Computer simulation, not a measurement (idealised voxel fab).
process module | voxel transistor to metal
For reference, the cross-section in this document is cut, with width 205 nm and square cells of 5 nm.
Each cross-section below is a grid of square cells, stated as bands in top-down order, with one or more rows of cells making up each band. Per band: top height and bottom height in nm, followed by the left-to-right materials and their widths in nm; "all across" marks a single material spanning edge to edge, "blank" marks empty space. The level at which height equals 0 is the one under which the wafer, as it arrives, is entirely one material. No lower edge exists for the bottom band, which continues downward and is notated as in "0 and below". So if you see something like "30 to 40" for the width, read it as the top row of the band sitting at the first number and the bottom row at the second, with every row in between moving by the same amount as the last. What does "changes: none" mean for a step? It means no cell of the cross-section changed in that step. Each empty space that has no open way to the top and spans at least 8 cells appears under "Cavities, closed" as width x height at distance, the distance counted from the left edge, all in nm. If you see something after the settings on a step's line, that's the simulator's own remark about that step. overlay nm: for a step with a mask, the amount by which the mask lay right of where it was planned; a negative amount means left of it.

# List of planned process steps
1. RECEIVE: material Si
2. OXIDIZE: depth nm 5
3. CONFORMAL_DEP: material SiN, thk nm 10
4. DIRECTIONAL_DEP: material aC, thk nm 10
5. PATTERN: tone cover, mask id ACTIVE, material resist, width nm 100, thk nm 25, overlay nm 0
6. DIRECTIONAL_ETCH: etch materials aC, depth nm 10
7. STRIP: etch materials resist
8. DIRECTIONAL_ETCH: etch materials SiN, depth nm 10
9. DIRECTIONAL_ETCH: etch materials SiO2, depth nm 5
10. DIRECTIONAL_ETCH: etch materials Si, depth nm 35
11. STRIP: etch materials aC
12. OXIDIZE: depth nm 5
13. FILL_DEP: material SiO2, thk nm 5
14. CMP: height nm 10
15. SELECTIVE_ETCH: etch materials SiO2, depth nm 10
16. STRIP: etch materials SiN
17. SELECTIVE_ETCH: etch materials SiO2, depth nm 5
18. OXIDIZE: depth nm 5
19. DIRECTIONAL_DEP: material polySi, thk nm 20
20. DIRECTIONAL_DEP: material SiCN, thk nm 15
21. PATTERN: tone cover, mask id GATE, material resist, width nm 30, thk nm 15, overlay nm 0
22. DIRECTIONAL_ETCH: etch materials SiCN, depth nm 25
23. DIRECTIONAL_ETCH: etch materials polySi, depth nm 30
24. STRIP: etch materials resist
25. CONFORMAL_DEP: material SiN, thk nm 10
26. DIRECTIONAL_ETCH: etch materials SiN, depth nm 10
27. DIRECTIONAL_ETCH: etch materials SiO2, depth nm 5
28. DIRECTIONAL_ETCH: etch materials Si, depth nm 10
29. EPI: material nSi, thk nm 15
30. FILL_DEP: material SiO2, thk nm 5
31. CMP: height nm 15
32. STRIP: etch materials polySi
33. SELECTIVE_ETCH: etch materials SiO2, depth nm 5
34. CONFORMAL_DEP: material HfO2, thk nm 5
35. CONFORMAL_DEP: material TiN, thk nm 5
36. FILL_DEP: material W, thk nm 5
37. CMP: height nm 10
38. DIRECTIONAL_DEP: material SiO2, thk nm 10
39. PATTERN: tone open, mask id CONTACT, material resist, width nm 15, pitch nm 75, thk nm 20, overlay nm 0
40. DIRECTIONAL_ETCH: etch materials SiO2, depth nm 25
41. STRIP: etch materials resist
42. CONFORMAL_DEP: material TiN, thk nm 5
43. FILL_DEP: material Ru, thk nm 10
44. CMP: height nm 20
45. DIRECTIONAL_DEP: material TiN, thk nm 5
46. DIRECTIONAL_DEP: material Ru, thk nm 20
47. DIRECTIONAL_DEP: material aC, thk nm 10
48. PATTERN: tone cover, mask id METAL_1, material resist, width nm 15, pitch nm 75, thk nm 25, overlay nm 0
49. DIRECTIONAL_ETCH: etch materials aC, depth nm 10
50. STRIP: etch materials resist
51. DIRECTIONAL_ETCH: etch materials Ru, depth nm 20
52. DIRECTIONAL_ETCH: etch materials TiN, depth nm 5
53. STRIP: etch materials aC
54. CONFORMAL_DEP: material SiN, thk nm 5
55. FILL_DEP: material lowk, thk nm 10
56. CMP: height nm 45
57. CONFORMAL_DEP: material SiCN, thk nm 5
58. DIRECTIONAL_DEP: material lowk, thk nm 30
59. PATTERN: tone open, mask id METAL_2, material resist, width nm 15, pitch nm 75, thk nm 20, overlay nm 0
60. DIRECTIONAL_ETCH: etch materials lowk, depth nm 15
61. STRIP: etch materials resist
62. PATTERN: tone open, mask id METAL_2_HOLES, material resist, width nm 15, pitch nm 75, thk nm 20, overlay nm 0
63. DIRECTIONAL_ETCH: etch materials lowk, depth nm 15
64. DIRECTIONAL_ETCH: etch materials SiCN, depth nm 5
65. STRIP: etch materials resist
66. CONFORMAL_DEP: material TiN, thk nm 5
67. FILL_DEP: material Ru, thk nm 5
68. CMP: height nm 80
69. CONFORMAL_DEP: material SiN, thk nm 5

# Incoming wafer in cross-section (state: after step 1)
0 and below: Si all across
Cavities, closed: none

# a wafer at the end: this start, this plan, one mistake
85 down to 80: SiN all across
80 down to 75: TiN (60)  Ru (5)  TiN (70)  Ru (5)  TiN (65)
75 down to 45: lowk (55)  TiN (5)  Ru (5)  TiN (5)  lowk (60)  TiN (5)  Ru (5)  TiN (5)  lowk (60)
45 down to 40: SiCN (55)  TiN (15)  SiCN (60)  TiN (15)  SiCN (60)
40 down to 25: lowk (50)  SiN (5)  Ru (15)  SiN (5)  lowk (50)  SiN (5)  Ru (15)  SiN (5)  lowk (55)
25 down to 20: SiN (55)  TiN (15)  SiN (60)  TiN (15)  SiN (60)
20 down to 10: SiO2 (55)  TiN (5)  Ru (5)  TiN (5)  SiO2 (60)  TiN (5)  Ru (5)  TiN (5)  SiO2 (60)
10 down to 5: SiO2 (55)  TiN (15)  SiO2 (5)  SiN (10)  HfO2 (5)  TiN (5)  W (10)  TiN (5)  HfO2 (5)  SiN (10)  SiO2 (5)  TiN (15)  SiO2 (60)
5 down to 0: SiO2 (55)  TiN (5)  nSi (15)  SiN (10)  HfO2 (5)  TiN (5)  W (10)  TiN (5)  HfO2 (5)  SiN (10)  nSi (15)  TiN (5)  SiO2 (60)
0 down to -5: SiO2 (55)  TiN (5)  nSi (15)  SiN (10)  HfO2 (5)  TiN (20)  HfO2 (5)  SiN (10)  nSi (15)  TiN (5)  SiO2 (60)
-5 down to -10: SiO2 (50)  nSi (25)  SiO2 (5)  HfO2 (40)  SiO2 (5)  nSi (25)  SiO2 (55)
-10 down to -20: SiO2 (55)  nSi (20)  Si (50)  nSi (20)  SiO2 (60)
-20 down to -45: SiO2 (55)  Si (90)  SiO2 (60)
-45 and below: Si all across
Cavities, closed: none
Nonconformance to the process plan: off-plan run, step 56, actual operation and settings CMP: height nm 40
